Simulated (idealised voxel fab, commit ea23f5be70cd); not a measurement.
process module | voxel trench capacitor
cross-section cut | 200 nm wide | cells 5 nm
A cross-section is a grid of square cells, given in bands from the top down. A band is one or more rows of cells.
Each band's line starts with the height of the band's top and of its bottom, in nm. Then come its materials from left to right, each with its width in nm. One material with "throughout" fills the band from edge to edge. "air" is empty space.
Height 0 is the level under which the wafer as received is all one material. The lowest band goes on downwards, as in "0 down".
A width such as "30 to 40" changes by the same amount from each row of cells to the next, from the band's top row to its bottom row.
"no change" after a step means that no cell of the cross-section changed.
closed voids: empty space of 8 cells or more with no open way to the top, each as width x height at its distance from the left edge, in nm
after a step's settings: what the simulator itself notes on the step
overlay nm, on a step with a mask: how far to the right of its planned place the mask lay; to the left if negative
plan
1 op RECEIVE | material Si
2 op CONFORMAL_DEP | material SiN | thk nm 5
3 op DIRECTIONAL_DEP | material aC | thk nm 15
4 op PATTERN | tone open | mask id TRENCH | material resist | width nm 25 | pitch nm 40 | thk nm 35 | overlay nm 0
5 op DIRECTIONAL_ETCH | etch materials aC | depth nm 15
6 op STRIP | etch materials resist
7 op DIRECTIONAL_ETCH | etch materials SiN | depth nm 5
8 op DIRECTIONAL_ETCH | etch materials Si | depth nm 35
9 op STRIP | etch materials aC
10 op CONFORMAL_DEP | material Al2O3 | thk nm 5
11 op FILL_DEP | material polySi | thk nm 5
12 op CMP | height nm 5
varied across the wafers: thk nm of step 10. The plan shows the first wafer's value. All wafers start alike
first wafer as received, after step 1
  0 down: Si throughout
  closed voids: none
each wafer at the end: cells of each material gained (+) or lost (-) since it was received, then its closed voids
thk nm 5 | +57 Al2O3 | -105 Si | +25 SiN | +63 polySi | closed voids: none
thk nm 10 | +102 Al2O3 | -105 Si | +25 SiN | +18 polySi | closed voids: none
thk nm 15 | +120 Al2O3 | -105 Si | +25 SiN | closed voids: none
thk nm 20 | +120 Al2O3 | -105 Si | +25 SiN | closed voids: none
